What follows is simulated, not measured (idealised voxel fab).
process module | voxel wiring stack
cross-section cut | 285 nm wide | cells 5 nm
A cross-section is a grid of square cells, given in bands from the top down. A band is one or more rows of cells.
Each band's line starts with the height of the band's top and of its bottom, in nm. Then come its materials from left to right, each with its width in nm. One material with "throughout" fills the band from edge to edge. "air" is empty space.
Height 0 is the level under which the wafer as received is all one material. The lowest band goes on downwards, as in "0 down".
A width such as "30 to 40" changes by the same amount from each row of cells to the next, from the band's top row to its bottom row.
"no change" after a step means that no cell of the cross-section changed.
closed voids: empty space of 8 cells or more with no open way to the top, each as width x height at its distance from the left edge, in nm
after a step's settings: what the simulator itself notes on the step
overlay nm, on a step with a mask: how far to the right of its planned place the mask lay; to the left if negative
Each pair below shows a cross-section before one step and the cross-section after it, down to the lowest band that changed. The line under each pair gives the step between them, with its settings. The pairs can come from different runs of this module on the same starting wafer, so a pair continues from the pair above only where its "before" says so.
before
  65 to 50: SiO2 90 | air 25 | SiO2 15 | air 25 | SiO2 15 | air 25 | SiO2 90
  50 to 40: SiO2 90 | air 15 | SiO2 25 | air 15 | SiO2 25 | air 15 | SiO2 100
  40 to 35: SiCN 90 | air 15 | SiCN 25 | air 15 | SiCN 25 | air 15 | SiCN 100
  35 to 30: SiCN 90 | TiN 25 | SiCN 15 | TiN 25 | SiCN 15 | TiN 25 | SiCN 90
  30 to 15: Ru throughout
  15 to 0: SiO2 throughout
  0 down: Si throughout
  closed voids: none
after
  70 to 65: TiN 95 | air 15 | TiN 25 | air 15 | TiN 25 | air 15 | TiN 95
  65 to 55: SiO2 90 | TiN 5 | air 15 | TiN 5 | SiO2 15 | TiN 5 | air 15 | TiN 5 | SiO2 15 | TiN 5 | air 15 | TiN 5 | SiO2 90
  55 to 50: SiO2 90 | TiN 5 | air 5 | TiN 15 | SiO2 15 | TiN 5 | air 5 | TiN 15 | SiO2 15 | TiN 5 | air 5 | TiN 15 | SiO2 90
  50 to 40: SiO2 90 | TiN 5 | air 5 | TiN 5 | SiO2 25 | TiN 5 | air 5 | TiN 5 | SiO2 25 | TiN 5 | air 5 | TiN 5 | SiO2 100
  40 to 30: SiCN 90 | TiN 15 to 25 | SiCN 25 to 15 | TiN 15 to 25 | SiCN 25 to 15 | TiN 15 to 25 | SiCN 100 to 90
  below 30: unchanged
  closed voids: none
the step between: op CONFORMAL_DEP | material TiN | thk nm 5
before: the cross-section after the pair above
after
  80 to 70: Ru throughout
  70 to 65: TiN 95 | Ru 15 | TiN 25 | Ru 15 | TiN 25 | Ru 15 | TiN 95
  65 to 55: SiO2 90 | TiN 5 | Ru 15 | TiN 5 | SiO2 15 | TiN 5 | Ru 15 | TiN 5 | SiO2 15 | TiN 5 | Ru 15 | TiN 5 | SiO2 90
  55 to 50: SiO2 90 | TiN 5 | Ru 5 | TiN 15 | SiO2 15 | TiN 5 | Ru 5 | TiN 15 | SiO2 15 | TiN 5 | Ru 5 | TiN 15 | SiO2 90
  50 to 40: SiO2 90 | TiN 5 | Ru 5 | TiN 5 | SiO2 25 | TiN 5 | Ru 5 | TiN 5 | SiO2 25 | TiN 5 | Ru 5 | TiN 5 | SiO2 100
  below 40: unchanged
  closed voids: none
the step between: op FILL_DEP | material Ru | thk nm 10
before: the cross-section after the pair above
after
  65 to 55: SiO2 90 | TiN 5 | Ru 15 | TiN 5 | SiO2 15 | TiN 5 | Ru 15 | TiN 5 | SiO2 15 | TiN 5 | Ru 15 | TiN 5 | SiO2 90
  below 55: unchanged
  closed voids: none
the step between: op CMP | height nm 65
before: the cross-section after the pair above
after
  70 to 65: SiN throughout
  below 65: unchanged
  closed voids: none
the step between: op CONFORMAL_DEP | material SiN | thk nm 5
before
  80 to 70: Ru throughout
  70 to 65: TiN 95 | Ru 15 | TiN 25 | Ru 15 | TiN 25 | Ru 15 | TiN 95
  65 to 55: SiO2 90 | TiN 5 | Ru 15 | TiN 5 | SiO2 15 | TiN 5 | Ru 15 | TiN 5 | SiO2 15 | TiN 5 | Ru 15 | TiN 5 | SiO2 90
  55 to 50: SiO2 90 | TiN 5 | Ru 5 | TiN 15 | SiO2 15 | TiN 5 | Ru 5 | TiN 15 | SiO2 15 | TiN 5 | Ru 5 | TiN 15 | SiO2 90
  50 to 40: SiO2 90 | TiN 5 | Ru 5 | TiN 5 | SiO2 25 | TiN 5 | Ru 5 | TiN 5 | SiO2 25 | TiN 5 | Ru 5 | TiN 5 | SiO2 100
  40 to 35: SiCN 90 | TiN 15 | SiCN 25 | TiN 15 | SiCN 25 | TiN 15 | SiCN 100
  35 to 20: SiO2 85 | SiCN 5 | Ru 25 | SiCN 5 | SiO2 5 | SiCN 5 | Ru 25 | SiCN 5 | SiO2 5 | SiCN 5 | Ru 25 | SiCN 5 | SiO2 85
  20 to 15: SiCN 90 | TiN 25 | SiCN 15 | TiN 25 | SiCN 15 | TiN 25 | SiCN 90
  15 to 0: SiO2 throughout
  0 down: Si throughout
  closed voids: none
after
  60 to 50: SiO2 90 | TiN 5 | Ru 15 to 5 | TiN 5 to 15 | SiO2 15 | TiN 5 | Ru 15 to 5 | TiN 5 to 15 | SiO2 15 | TiN 5 | Ru 15 to 5 | TiN 5 to 15 | SiO2 90
  below 50: unchanged
  closed voids: none
the step between: op CMP | height nm 60
before: the cross-section after the pair above
after
  65 to 60: SiN throughout
  below 60: unchanged
  closed voids: none
the step between: op CONFORMAL_DEP | material SiN | thk nm 5
before
  65 to 40: SiO2 throughout
  40 to 35: SiCN throughout
  35 to 20: SiO2 85 | SiCN 5 | Ru 25 | SiCN 5 | SiO2 5 | SiCN 5 | Ru 25 | SiCN 5 | SiO2 5 | SiCN 5 | Ru 25 | SiCN 5 | SiO2 85
  20 to 15: SiCN 90 | TiN 25 | SiCN 15 | TiN 25 | SiCN 15 | TiN 25 | SiCN 90
  15 to 0: SiO2 throughout
  0 down: Si throughout
  closed voids: none
after
  85 to 65: resist 90 | air 20 | resist 20 | air 20 | resist 20 | air 20 | resist 95
  below 65: unchanged
  closed voids: none
the step between: op PATTERN | tone open | mask id METAL_2_HOLES | material resist | width nm 20 | pitch nm 40 | thk nm 20 | overlay nm 0
before: the cross-section after the pair above
after
  85 to 65: resist 90 | air 20 | resist 20 | air 20 | resist 20 | air 20 | resist 95
  65 to 40: SiO2 90 | air 20 | SiO2 20 | air 20 | SiO2 20 | air 20 | SiO2 95
  below 40: unchanged
  closed voids: none
the step between: op DIRECTIONAL_ETCH | etch materials SiO2 | depth nm 25
before: the cross-section after the pair above
after
  65 to 40: SiO2 90 | air 20 | SiO2 20 | air 20 | SiO2 20 | air 20 | SiO2 95
  below 40: unchanged
  closed voids: none
the step between: op STRIP | etch materials resist
before: the cross-section after the pair above
after
  75 to 65: aC 90 | air 20 | aC 20 | air 20 | aC 20 | air 20 | aC 95
  65 to 50: SiO2 90 | air 20 | SiO2 20 | air 20 | SiO2 20 | air 20 | SiO2 95
  50 to 40: SiO2 90 | aC 20 | SiO2 20 | aC 20 | SiO2 20 | aC 20 | SiO2 95
  below 40: unchanged
  closed voids: none
the step between: op DIRECTIONAL_DEP | material aC | thk nm 10
before: the cross-section after the pair above
after
  100 to 75: resist 90 | air 25 | resist 15 | air 25 | resist 15 | air 25 | resist 90
  below 75: unchanged
  closed voids: none
the step between: op PATTERN | tone open | mask id METAL_2 | material resist | width nm 25 | pitch nm 40 | thk nm 25 | overlay nm 0
before: the cross-section after the pair above
after
  90 to 75: resist 90 | air 25 | resist 15 | air 25 | resist 15 | air 25 | resist 90
  75 to 65: aC 90 | air 25 | aC 15 | air 25 | aC 15 | air 25 | aC 90
  65 to 40: SiO2 90 | air 20 | SiO2 20 | air 20 | SiO2 20 | air 20 | SiO2 95
  below 40: unchanged
  closed voids: none
the step between: op DIRECTIONAL_ETCH | etch materials aC | depth nm 10
before: the cross-section after the pair above
after
  75 to 65: aC 90 | air 25 | aC 15 | air 25 | aC 15 | air 25 | aC 90
  below 65: unchanged
  closed voids: none
the step between: op STRIP | etch materials resist
before: the cross-section after the pair above
after
  75 to 65: aC 90 | air 25 | aC 15 | air 25 | aC 15 | air 25 | aC 90
  65 to 50: SiO2 90 | air 25 | SiO2 15 | air 25 | SiO2 15 | air 25 | SiO2 90
  below 50: unchanged
  closed voids: none
the step between: op DIRECTIONAL_ETCH | etch materials SiO2 | depth nm 15
before: the cross-section after the pair above
after
  75 to 65: aC 90 | air 25 | aC 15 | air 25 | aC 15 | air 25 | aC 90
  65 to 50: SiO2 90 | air 25 | SiO2 15 | air 25 | SiO2 15 | air 25 | SiO2 90
  50 to 40: SiO2 90 | air 20 | SiO2 20 | air 20 | SiO2 20 | air 20 | SiO2 95
  40 to 35: SiCN 90 | air 20 | SiCN 20 | air 20 | SiCN 20 | air 20 | SiCN 95
  below 35: unchanged
  closed voids: none
the step between: op DIRECTIONAL_ETCH | etch materials SiCN | depth nm 5
before: the cross-section after the pair above
after
  65 to 50: SiO2 90 | air 25 | SiO2 15 | air 25 | SiO2 15 | air 25 | SiO2 90
  below 50: unchanged
  closed voids: none
the step between: op STRIP | etch materials aC
before: the cross-section after the pair above
after
  70 to 65: TiN 95 | air 15 | TiN 25 | air 15 | TiN 25 | air 15 | TiN 95
  65 to 55: SiO2 90 | TiN 5 | air 15 | TiN 5 | SiO2 15 | TiN 5 | air 15 | TiN 5 | SiO2 15 | TiN 5 | air 15 | TiN 5 | SiO2 90
  55 to 50: SiO2 90 | TiN 5 | air 10 | TiN 10 | SiO2 15 | TiN 5 | air 10 | TiN 10 | SiO2 15 | TiN 5 | air 10 | TiN 10 | SiO2 90
  50 to 40: SiO2 90 | TiN 5 | air 10 | TiN 5 | SiO2 20 | TiN 5 | air 10 | TiN 5 | SiO2 20 | TiN 5 | air 10 | TiN 5 | SiO2 95
  40 to 35: SiCN 90 | TiN 20 | SiCN 20 | TiN 20 | SiCN 20 | TiN 20 | SiCN 95
  below 35: unchanged
  closed voids: none
the step between: op CONFORMAL_DEP | material TiN | thk nm 5
before: the cross-section after the pair above
after
  80 to 70: Ru throughout
  70 to 65: TiN 95 | Ru 15 | TiN 25 | Ru 15 | TiN 25 | Ru 15 | TiN 95
  65 to 55: SiO2 90 | TiN 5 | Ru 15 | TiN 5 | SiO2 15 | TiN 5 | Ru 15 | TiN 5 | SiO2 15 | TiN 5 | Ru 15 | TiN 5 | SiO2 90
  55 to 50: SiO2 90 | TiN 5 | Ru 10 | TiN 10 | SiO2 15 | TiN 5 | Ru 10 | TiN 10 | SiO2 15 | TiN 5 | Ru 10 | TiN 10 | SiO2 90
  50 to 40: SiO2 90 | TiN 5 | Ru 10 | TiN 5 | SiO2 20 | TiN 5 | Ru 10 | TiN 5 | SiO2 20 | TiN 5 | Ru 10 | TiN 5 | SiO2 95
  below 40: unchanged
  closed voids: none
the step between: op FILL_DEP | material Ru | thk nm 10
before: the cross-section after the pair above
after
  65 to 55: SiO2 90 | TiN 5 | Ru 15 | TiN 5 | SiO2 15 | TiN 5 | Ru 15 | TiN 5 | SiO2 15 | TiN 5 | Ru 15 | TiN 5 | SiO2 90
  below 55: unchanged
  closed voids: none
the step between: op CMP | height nm 65
before: the cross-section after the pair above
after
  70 to 65: SiN throughout
  below 65: unchanged
  closed voids: none
the step between: op CONFORMAL_DEP | material SiN | thk nm 5
before
  75 to 65: aC 90 | air 15 | aC 25 | air 15 | aC 25 | air 15 | aC 100
  65 to 50: SiO2 90 | air 15 | SiO2 25 | air 15 | SiO2 25 | air 15 | SiO2 100
  50 to 40: SiO2 90 | aC 15 | SiO2 25 | aC 15 | SiO2 25 | aC 15 | SiO2 100
  40 to 35: SiCN throughout
  35 to 20: SiO2 85 | SiCN 5 | Ru 25 | SiCN 5 | SiO2 5 | SiCN 5 | Ru 25 | SiCN 5 | SiO2 5 | SiCN 5 | Ru 25 | SiCN 5 | SiO2 85
  20 to 15: SiCN 90 | TiN 25 | SiCN 15 | TiN 25 | SiCN 15 | TiN 25 | SiCN 90
  15 to 0: SiO2 throughout
  0 down: Si throughout
  closed voids: none
after
  100 to 75: resist 100 | air 25 | resist 15 | air 25 | resist 15 | air 25 | resist 80
  75 to 65: aC 90 | resist 10 | air 5 | aC 25 | resist 10 | air 5 | aC 25 | resist 10 | air 5 | aC 100
  65 to 50: SiO2 90 | resist 10 | air 5 | SiO2 25 | resist 10 | air 5 | SiO2 25 | resist 10 | air 5 | SiO2 100
  below 50: unchanged
  closed voids: none
the step between: op PATTERN | tone open | mask id METAL_2 | material resist | width nm 25 | pitch nm 40 | thk nm 25 | overlay nm 10
before: the cross-section after the pair above
after
  90 to 75: resist 100 | air 25 | resist 15 | air 25 | resist 15 | air 25 | resist 80
  75 to 65: aC 90 | resist 10 | air 25 | aC 5 | resist 10 | air 25 | aC 5 | resist 10 | air 25 | aC 80
  65 to 50: SiO2 90 | resist 10 | air 5 | SiO2 25 | resist 10 | air 5 | SiO2 25 | resist 10 | air 5 | SiO2 100
  50 to 40: SiO2 90 | aC 10 | air 5 | SiO2 25 | aC 10 | air 5 | SiO2 25 | aC 10 | air 5 | SiO2 100
  below 40: unchanged
  closed voids: none
the step between: op DIRECTIONAL_ETCH | etch materials aC | depth nm 10
before: the cross-section after the pair above
after
  75 to 65: aC 90 | air 35 | aC 5 | air 35 | aC 5 | air 35 | aC 80
  65 to 50: SiO2 90 | air 15 | SiO2 25 | air 15 | SiO2 25 | air 15 | SiO2 100
  below 50: unchanged
  closed voids: none
the step between: op STRIP | etch materials resist
before: the cross-section after the pair above
after
  75 to 65: aC 90 | air 35 | aC 5 | air 35 | aC 5 | air 35 | aC 80
  65 to 50: SiO2 90 | air 35 | SiO2 5 | air 35 | SiO2 5 | air 35 | SiO2 80
  below 50: unchanged
  closed voids: none
the step between: op DIRECTIONAL_ETCH | etch materials SiO2 | depth nm 15
before: the cross-section after the pair above
after
  75 to 65: aC 90 | air 35 | aC 5 | air 35 | aC 5 | air 35 | aC 80
  65 to 50: SiO2 90 | air 35 | SiO2 5 | air 35 | SiO2 5 | air 35 | SiO2 80
  50 to 40: SiO2 90 | aC 10 | air 5 | SiO2 25 | aC 10 | air 5 | SiO2 25 | aC 10 | air 5 | SiO2 100
  40 to 35: SiCN 100 | air 5 | SiCN 35 | air 5 | SiCN 35 | air 5 | SiCN 100
  below 35: unchanged
  closed voids: none
the step between: op DIRECTIONAL_ETCH | etch materials SiCN | depth nm 5
before: the cross-section after the pair above
after
  65 to 50: SiO2 90 | air 35 | SiO2 5 | air 35 | SiO2 5 | air 35 | SiO2 80
  50 to 40: SiO2 90 | air 15 | SiO2 25 | air 15 | SiO2 25 | air 15 | SiO2 100
  below 40: unchanged
  closed voids: none
the step between: op STRIP | etch materials aC
before: the cross-section after the pair above
after
  70 to 65: TiN 95 | air 25 | TiN 15 | air 25 | TiN 15 | air 25 | TiN 85
  65 to 55: SiO2 90 | TiN 5 | air 25 | TiN 5 | SiO2 5 | TiN 5 | air 25 | TiN 5 | SiO2 5 | TiN 5 | air 25 | TiN 5 | SiO2 80
  55 to 45: SiO2 90 | TiN 5 | air 5 | TiN 25 to 5 | SiO2 5 to 25 | TiN 5 | air 5 | TiN 25 to 5 | SiO2 5 to 25 | TiN 5 | air 5 | TiN 25 to 5 | SiO2 80 to 100
  45 to 40: SiO2 90 | TiN 15 | SiO2 25 | TiN 15 | SiO2 25 | TiN 15 | SiO2 100
  40 to 35: SiCN 100 | TiN 5 | SiCN 35 | TiN 5 | SiCN 35 | TiN 5 | SiCN 100
  below 35: unchanged
  closed voids: none
the step between: op CONFORMAL_DEP | material TiN | thk nm 5
before: the cross-section after the pair above
after
  80 to 70: Ru throughout
  70 to 65: TiN 95 | Ru 25 | TiN 15 | Ru 25 | TiN 15 | Ru 25 | TiN 85
  65 to 55: SiO2 90 | TiN 5 | Ru 25 | TiN 5 | SiO2 5 | TiN 5 | Ru 25 | TiN 5 | SiO2 5 | TiN 5 | Ru 25 | TiN 5 | SiO2 80
  55 to 45: SiO2 90 | TiN 5 | Ru 5 | TiN 25 to 5 | SiO2 5 to 25 | TiN 5 | Ru 5 | TiN 25 to 5 | SiO2 5 to 25 | TiN 5 | Ru 5 | TiN 25 to 5 | SiO2 80 to 100
  below 45: unchanged
  closed voids: none
the step between: op FILL_DEP | material Ru | thk nm 10
before: the cross-section after the pair above
after
  65 to 55: SiO2 90 | TiN 5 | Ru 25 | TiN 5 | SiO2 5 | TiN 5 | Ru 25 | TiN 5 | SiO2 5 | TiN 5 | Ru 25 | TiN 5 | SiO2 80
  below 55: unchanged
  closed voids: none
the step between: op CMP | height nm 65
before: the cross-section after the pair above
after
  70 to 65: SiN throughout
  below 65: unchanged
  closed voids: none
the step between: op CONFORMAL_DEP | material SiN | thk nm 5
before
  35 to 20: air 90 | Ru 25 | air 15 | Ru 25 | air 15 | Ru 25 | air 90
  20 to 15: air 90 | TiN 25 | air 15 | TiN 25 | air 15 | TiN 25 | air 90
  15 to 0: SiO2 throughout
  0 down: Si throughout
  closed voids: none
after
  40 to 35: air 85 | SiN 35 | air 5 | SiN 35 | air 5 | SiN 35 | air 85
  35 to 20: air 85 | SiN 5 | Ru 25 | SiN 5 | air 5 | SiN 5 | Ru 25 | SiN 5 | air 5 | SiN 5 | Ru 25 | SiN 5 | air 85
  20 to 15: SiN 90 | TiN 25 | SiN 15 | TiN 25 | SiN 15 | TiN 25 | SiN 90
  below 15: unchanged
  closed voids: none
the step between: op CONFORMAL_DEP | material SiN | thk nm 5
before: the cross-section after the pair above
after
  50 to 40: SiO2 throughout
  40 to 35: SiO2 85 | SiN 35 | SiO2 5 | SiN 35 | SiO2 5 | SiN 35 | SiO2 85
  35 to 20: SiO2 85 | SiN 5 | Ru 25 | SiN 5 | SiO2 5 | SiN 5 | Ru 25 | SiN 5 | SiO2 5 | SiN 5 | Ru 25 | SiN 5 | SiO2 85
  below 20: unchanged
  closed voids: none
the step between: op FILL_DEP | material SiO2 | thk nm 10
before: the cross-section after the pair above
after
  35 to 20: SiO2 85 | SiN 5 | Ru 25 | SiN 5 | SiO2 5 | SiN 5 | Ru 25 | SiN 5 | SiO2 5 | SiN 5 | Ru 25 | SiN 5 | SiO2 85
  below 20: unchanged
  closed voids: none
the step between: op CMP | height nm 35
before: the cross-section after the pair above
after
  40 to 35: SiCN throughout
  below 35: unchanged
  closed voids: none
the step between: op CONFORMAL_DEP | material SiCN | thk nm 5
before: the cross-section after the pair above
after
  65 to 40: SiO2 throughout
  below 40: unchanged
  closed voids: none
the step between: op DIRECTIONAL_DEP | material SiO2 | thk nm 25
before: the cross-section after the pair above
after
  85 to 65: resist 90 | air 15 | resist 25 | air 15 | resist 25 | air 15 | resist 100
  below 65: unchanged
  closed voids: none
the step between: op PATTERN | tone open | mask id METAL_2_HOLES | material resist | width nm 15 | pitch nm 40 | thk nm 20 | overlay nm 0
before: the cross-section after the pair above
after
  85 to 65: resist 90 | air 15 | resist 25 | air 15 | resist 25 | air 15 | resist 100
  65 to 40: SiO2 90 | air 15 | SiO2 25 | air 15 | SiO2 25 | air 15 | SiO2 100
  below 40: unchanged
  closed voids: none
the step between: op DIRECTIONAL_ETCH | etch materials SiO2 | depth nm 25
before: the cross-section after the pair above
after
  65 to 40: SiO2 90 | air 15 | SiO2 25 | air 15 | SiO2 25 | air 15 | SiO2 100
  below 40: unchanged
  closed voids: none
the step between: op STRIP | etch materials resist
before: the cross-section after the pair above
after
  75 to 65: aC 90 | air 15 | aC 25 | air 15 | aC 25 | air 15 | aC 100
  65 to 50: SiO2 90 | air 15 | SiO2 25 | air 15 | SiO2 25 | air 15 | SiO2 100
  50 to 40: SiO2 90 | aC 15 | SiO2 25 | aC 15 | SiO2 25 | aC 15 | SiO2 100
  below 40: unchanged
  closed voids: none
the step between: op DIRECTIONAL_DEP | material aC | thk nm 10
before: the cross-section after the pair above
after
  100 to 75: resist 90 | air 25 | resist 15 | air 25 | resist 15 | air 25 | resist 90
  below 75: unchanged
  closed voids: none
the step between: op PATTERN | tone open | mask id METAL_2 | material resist | width nm 25 | pitch nm 40 | thk nm 25 | overlay nm 0
before: the cross-section after the pair above
after
  90 to 75: resist 90 | air 25 | resist 15 | air 25 | resist 15 | air 25 | resist 90
  75 to 65: aC 90 | air 25 | aC 15 | air 25 | aC 15 | air 25 | aC 90
  65 to 40: SiO2 90 | air 15 | SiO2 25 | air 15 | SiO2 25 | air 15 | SiO2 100
  below 40: unchanged
  closed voids: none
the step between: op DIRECTIONAL_ETCH | etch materials aC | depth nm 10
before: the cross-section after the pair above
after
  75 to 65: aC 90 | air 25 | aC 15 | air 25 | aC 15 | air 25 | aC 90
  below 65: unchanged
  closed voids: none
the step between: op STRIP | etch materials resist
before: the cross-section after the pair above
after
  75 to 65: aC 90 | air 25 | aC 15 | air 25 | aC 15 | air 25 | aC 90
  65 to 50: SiO2 90 | air 25 | SiO2 15 | air 25 | SiO2 15 | air 25 | SiO2 90
  below 50: unchanged
  closed voids: none
the step between: op DIRECTIONAL_ETCH | etch materials SiO2 | depth nm 15
before: the cross-section after the pair above
after
  75 to 65: aC 90 | air 25 | aC 15 | air 25 | aC 15 | air 25 | aC 90
  65 to 50: SiO2 90 | air 25 | SiO2 15 | air 25 | SiO2 15 | air 25 | SiO2 90
  50 to 40: SiO2 90 | air 15 | SiO2 25 | air 15 | SiO2 25 | air 15 | SiO2 100
  40 to 35: SiCN 90 | air 15 | SiCN 25 | air 15 | SiCN 25 | air 15 | SiCN 100
  below 35: unchanged
  closed voids: none
the step between: op DIRECTIONAL_ETCH | etch materials SiCN | depth nm 5
before: the cross-section after the pair above
after
  65 to 50: SiO2 90 | air 25 | SiO2 15 | air 25 | SiO2 15 | air 25 | SiO2 90
  below 50: unchanged
  closed voids: none
the step between: op STRIP | etch materials aC
before: the cross-section after the pair above
after
  70 to 65: TiN 95 | air 15 | TiN 25 | air 15 | TiN 25 | air 15 | TiN 95
  65 to 55: SiO2 90 | TiN 5 | air 15 | TiN 5 | SiO2 15 | TiN 5 | air 15 | TiN 5 | SiO2 15 | TiN 5 | air 15 | TiN 5 | SiO2 90
  55 to 50: SiO2 90 | TiN 5 | air 5 | TiN 15 | SiO2 15 | TiN 5 | air 5 | TiN 15 | SiO2 15 | TiN 5 | air 5 | TiN 15 | SiO2 90
  50 to 40: SiO2 90 | TiN 5 | air 5 | TiN 5 | SiO2 25 | TiN 5 | air 5 | TiN 5 | SiO2 25 | TiN 5 | air 5 | TiN 5 | SiO2 100
  40 to 35: SiCN 90 | TiN 15 | SiCN 25 | TiN 15 | SiCN 25 | TiN 15 | SiCN 100
  below 35: unchanged
  closed voids: none
the step between: op CONFORMAL_DEP | material TiN | thk nm 5
before: the cross-section after the pair above
after
  80 to 70: Ru throughout
  70 to 65: TiN 95 | Ru 15 | TiN 25 | Ru 15 | TiN 25 | Ru 15 | TiN 95
  65 to 55: SiO2 90 | TiN 5 | Ru 15 | TiN 5 | SiO2 15 | TiN 5 | Ru 15 | TiN 5 | SiO2 15 | TiN 5 | Ru 15 | TiN 5 | SiO2 90
  55 to 50: SiO2 90 | TiN 5 | Ru 5 | TiN 15 | SiO2 15 | TiN 5 | Ru 5 | TiN 15 | SiO2 15 | TiN 5 | Ru 5 | TiN 15 | SiO2 90
  50 to 40: SiO2 90 | TiN 5 | Ru 5 | TiN 5 | SiO2 25 | TiN 5 | Ru 5 | TiN 5 | SiO2 25 | TiN 5 | Ru 5 | TiN 5 | SiO2 100
  below 40: unchanged
  closed voids: none
the step between: op FILL_DEP | material Ru | thk nm 10
before: the cross-section after the pair above
after
  65 to 55: SiO2 90 | TiN 5 | Ru 15 | TiN 5 | SiO2 15 | TiN 5 | Ru 15 | TiN 5 | SiO2 15 | TiN 5 | Ru 15 | TiN 5 | SiO2 90
  below 55: unchanged
  closed voids: none
the step between: op CMP | height nm 65
before: the cross-section after the pair above
after
  70 to 65: SiN throughout
  below 65: unchanged
  closed voids: none
the step between: op CONFORMAL_DEP | material SiN | thk nm 5
before
  65 to 40: SiO2 throughout
  40 to 35: SiCN throughout
  35 to 20: SiO2 85 | SiCN 5 | Ru 25 | SiCN 5 | SiO2 5 | SiCN 5 | Ru 25 | SiCN 5 | SiO2 5 | SiCN 5 | Ru 25 | SiCN 5 | SiO2 85
  20 to 15: SiCN 90 | TiN 25 | SiCN 15 | TiN 25 | SiCN 15 | TiN 25 | SiCN 90
  15 to 0: SiO2 throughout
  0 down: Si throughout
  closed voids: none
after
  85 to 65: air 90 | resist 15 | air 25 | resist 15 | air 25 | resist 15 | air 100
  below 65: unchanged
  closed voids: none
the step between: op PATTERN | tone cover | mask id METAL_2_HOLES | material resist | width nm 15 | pitch nm 40 | thk nm 20 | overlay nm 0
before: the cross-section after the pair above
after
  85 to 65: air 90 | resist 15 | air 25 | resist 15 | air 25 | resist 15 | air 100
  65 to 40: air 90 | SiO2 15 | air 25 | SiO2 15 | air 25 | SiO2 15 | air 100
  below 40: unchanged
  closed voids: none
the step between: op DIRECTIONAL_ETCH | etch materials SiO2 | depth nm 25
before: the cross-section after the pair above
after
  65 to 40: air 90 | SiO2 15 | air 25 | SiO2 15 | air 25 | SiO2 15 | air 100
  below 40: unchanged
  closed voids: none
the step between: op STRIP | etch materials resist
before: the cross-section after the pair above
after
  75 to 65: air 90 | aC 15 | air 25 | aC 15 | air 25 | aC 15 | air 100
  65 to 50: air 90 | SiO2 15 | air 25 | SiO2 15 | air 25 | SiO2 15 | air 100
  50 to 40: aC 90 | SiO2 15 | aC 25 | SiO2 15 | aC 25 | SiO2 15 | aC 100
  below 40: unchanged
  closed voids: none
the step between: op DIRECTIONAL_DEP | material aC | thk nm 10
before: the cross-section after the pair above
after
  100 to 75: resist 90 | air 25 | resist 15 | air 25 | resist 15 | air 25 | resist 90
  75 to 65: resist 90 | aC 15 | air 10 | resist 15 | aC 15 | air 10 | resist 15 | aC 15 | air 10 | resist 90
  65 to 50: resist 90 | SiO2 15 | air 10 | resist 15 | SiO2 15 | air 10 | resist 15 | SiO2 15 | air 10 | resist 90
  below 50: unchanged
  closed voids: none
the step between: op PATTERN | tone open | mask id METAL_2 | material resist | width nm 25 | pitch nm 40 | thk nm 25 | overlay nm 0
before: the cross-section after the pair above
after
  90 to 65: resist 90 | air 25 | resist 15 | air 25 | resist 15 | air 25 | resist 90
  65 to 50: resist 90 | SiO2 15 | air 10 | resist 15 | SiO2 15 | air 10 | resist 15 | SiO2 15 | air 10 | resist 90
  50 to 40: aC 90 | SiO2 15 | air 10 | aC 15 | SiO2 15 | air 10 | aC 15 | SiO2 15 | air 10 | aC 90
  below 40: unchanged
  closed voids: none
the step between: op DIRECTIONAL_ETCH | etch materials aC | depth nm 10
before: the cross-section after the pair above
after
  65 to 50: air 90 | SiO2 15 | air 25 | SiO2 15 | air 25 | SiO2 15 | air 100
  below 50: unchanged
  closed voids: none
the step between: op STRIP | etch materials resist
before: the cross-section after the pair above
after
  50 to 40: aC 90 | SiO2 15 | air 10 | aC 15 | SiO2 15 | air 10 | aC 15 | SiO2 15 | air 10 | aC 90
  below 40: unchanged
  closed voids: none
the step between: op DIRECTIONAL_ETCH | etch materials SiO2 | depth nm 15
before: the cross-section after the pair above
after
  50 to 40: aC 90 | SiO2 15 | air 10 | aC 15 | SiO2 15 | air 10 | aC 15 | SiO2 15 | air 10 | aC 90
  40 to 35: SiCN 105 | air 10 | SiCN 30 | air 10 | SiCN 30 | air 10 | SiCN 90
  below 35: unchanged
  closed voids: none
the step between: op DIRECTIONAL_ETCH | etch materials SiCN | depth nm 5
before: the cross-section after the pair above
after
  50 to 40: air 90 | SiO2 15 | air 25 | SiO2 15 | air 25 | SiO2 15 | air 100
  below 40: unchanged
  closed voids: none
the step between: op STRIP | etch materials aC
before: the cross-section after the pair above
after
  55 to 50: air 85 | TiN 25 | air 15 | TiN 25 | air 15 | TiN 25 | air 95
  50 to 45: air 85 | TiN 5 | SiO2 15 | TiN 5 | air 15 | TiN 5 | SiO2 15 | TiN 5 | air 15 | TiN 5 | SiO2 15 | TiN 5 | air 95
  45 to 40: TiN 90 | SiO2 15 | TiN 25 | SiO2 15 | TiN 25 | SiO2 15 | TiN 100
  40 to 35: SiCN 105 | TiN 10 | SiCN 30 | TiN 10 | SiCN 30 | TiN 10 | SiCN 90
  below 35: unchanged
  closed voids: none
the step between: op CONFORMAL_DEP | material TiN | thk nm 5
before: the cross-section after the pair above
after
  65 to 55: Ru throughout
  55 to 50: Ru 85 | TiN 25 | Ru 15 | TiN 25 | Ru 15 | TiN 25 | Ru 95
  50 to 45: Ru 85 | TiN 5 | SiO2 15 | TiN 5 | Ru 15 | TiN 5 | SiO2 15 | TiN 5 | Ru 15 | TiN 5 | SiO2 15 | TiN 5 | Ru 95
  below 45: unchanged
  closed voids: none
the step between: op FILL_DEP | material Ru | thk nm 10
before: the cross-section after the pair above
after
  70 to 65: SiN throughout
  below 65: unchanged
  closed voids: none
the step between: op CONFORMAL_DEP | material SiN | thk nm 5
